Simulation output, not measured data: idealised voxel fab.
Herein follows the process module entitled voxel spacer lines.
For reference, the cross-section in this document is cut, with width 150 nm and square cells of 5 nm.
In what follows, cross-sections appear as grids of square cells, described through bands that run from the top down, where every band is one or more rows of cells.
Per band: top height and bottom height in nm, followed by the left-to-right materials and their widths in nm; "throughout" marks a single material spanning edge to edge, "air" marks empty space.
The reference from which all heights are counted is 0, the level beneath which the as-received wafer is entirely one material; the lowest band, having no lower bound, proceeds downward and is written after the example "top 0, no bottom".
The notation "30->40" denotes a width that varies across the rows of cells in the band, beginning at the first number in the top row, finishing at the second number in the bottom row, and changing by an identical amount from each row to the next.
Where the words "no modifications" appear for a step, the cross-section shows no cell changed by that step; every cell remained as before.
Fully closed voids: empty space of 8 cells or more with no open way to the top, each as width x height at its distance from the left edge, in nm
Read whatever lies past the settings on a step's line as the simulator's own remark about the step.
If you see "overlay nm" on a step's line and that step has a mask, it's telling you how far right of where it was planned the mask ended up; a negative number means it went left instead.

-- The following list gives the planned process steps
1,RECEIVE with material Si
2,CONFORMAL_DEP with material Al2O3, thk nm 10
3,DIRECTIONAL_DEP with material SiN, thk nm 10
4,DIRECTIONAL_DEP with material polySi, thk nm 25
5,PATTERN with tone cover, mask id MANDREL, material resist, width nm 15, pitch nm 60, thk nm 30, overlay nm 0
6,DIRECTIONAL_ETCH with etch materials polySi, depth nm 25
7,STRIP with etch materials resist
8,CONFORMAL_DEP with material SiO2, thk nm 15
9,DIRECTIONAL_ETCH with etch materials SiO2, depth nm 15
10,STRIP with etch materials polySi
11,DIRECTIONAL_ETCH with etch materials SiN, depth nm 10
12,STRIP with etch materials SiO2
13,FILL_DEP with material SiO2, thk nm 10
14,CMP with height nm 20

-- Run as planned: first of two wafers

-- Cross-sectional view of the wafer in its as-received condition, corresponding to the state after step 1
  top 0, no bottom: Si throughout
  Fully closed voids: none

-- Step 2 done - wafer cross-section
  top 10, bottom 0: Al2O3 throughout
  Below 0, the layers are the same as they were.

-- Step 3 done - wafer cross-section
  top 20, bottom 10: SiN throughout
  Below 10, the layers are the same as they were.

-- Step 4 done - wafer cross-section
  top 45, bottom 20: polySi throughout
  Below 20, the layers are the same as they were.

-- Step 5 done - wafer cross-section
  top 75, bottom 45: 35 nm air  15 nm resist  45 nm air  15 nm resist  40 nm air
  Below 45, the layers are the same as they were.

-- Step 6 done - wafer cross-section
  top 75, bottom 45: 35 nm air  15 nm resist  45 nm air  15 nm resist  40 nm air
  top 45, bottom 20: 35 nm air  15 nm polySi  45 nm air  15 nm polySi  40 nm air
  Below 20, the layers are the same as they were.

-- Step 7 done - wafer cross-section
  top 45, bottom 20: 35 nm air  15 nm polySi  45 nm air  15 nm polySi  40 nm air
  Below 20, the layers are the same as they were.

-- Step 8 done - wafer cross-section
  top 60, bottom 45: 20 nm air  45 nm SiO2  15 nm air  45 nm SiO2  25 nm air
  top 45, bottom 35: 20 nm air  15 nm SiO2  15 nm polySi  15 nm SiO2  15 nm air  15 nm SiO2  15 nm polySi  15 nm SiO2  25 nm air
  top 35, bottom 20: 35 nm SiO2  15 nm polySi  45 nm SiO2  15 nm polySi  40 nm SiO2
  Below 20, the layers are the same as they were.

-- Step 9 done - wafer cross-section
  top 45, bottom 20: 20 nm air  15 nm SiO2  15 nm polySi  15 nm SiO2  15 nm air  15 nm SiO2  15 nm polySi  15 nm SiO2  25 nm air
  Below 20, the layers are the same as they were.

-- Step 10 done - wafer cross-section
  top 45, bottom 20: 20 nm air  15 nm SiO2  15 nm air  15 nm SiO2  15 nm air  15 nm SiO2  15 nm air  15 nm SiO2  25 nm air
  Below 20, the layers are the same as they were.

-- Step 11 done - wafer cross-section
  top 45, bottom 20: 20 nm air  15 nm SiO2  15 nm air  15 nm SiO2  15 nm air  15 nm SiO2  15 nm air  15 nm SiO2  25 nm air
  top 20, bottom 10: 20 nm air  15 nm SiN  15 nm air  15 nm SiN  15 nm air  15 nm SiN  15 nm air  15 nm SiN  25 nm air
  Below 10, the layers are the same as they were.

-- Step 12 done - wafer cross-section
  top 20, bottom 10: 20 nm air  15 nm SiN  15 nm air  15 nm SiN  15 nm air  15 nm SiN  15 nm air  15 nm SiN  25 nm air
  Below 10, the layers are the same as they were.

-- Step 13 done - wafer cross-section
  top 30, bottom 20: SiO2 throughout
  top 20, bottom 10: 20 nm SiO2  15 nm SiN  15 nm SiO2  15 nm SiN  15 nm SiO2  15 nm SiN  15 nm SiO2  15 nm SiN  25 nm SiO2
  Below 10, the layers are the same as they were.

-- Step 14 done - wafer cross-section
  top 20, bottom 10: 20 nm SiO2  15 nm SiN  15 nm SiO2  15 nm SiN  15 nm SiO2  15 nm SiN  15 nm SiO2  15 nm SiN  25 nm SiO2
  Below 10, the layers are the same as they were.

-- It is to be noted that the second wafer proceeded from the same initial state and according to the same plan as the first, although one mistake was committed in its execution; through step 13, inclusive, the two wafers share an identical history

-- Second wafer: cross-section at the scheduled end of step 14
  top 15, bottom 10: 20 nm SiO2  15 nm SiN  15 nm SiO2  15 nm SiN  15 nm SiO2  15 nm SiN  15 nm SiO2  15 nm SiN  25 nm SiO2
  Below 10, the layers are the same as they were.
Deviation noted in wafer processing: planned and actual differ for step 14; actual: CMP with height nm 15
at the end the second wafer has, in cells: SiN: 12 fewer, SiO2: 18 fewer
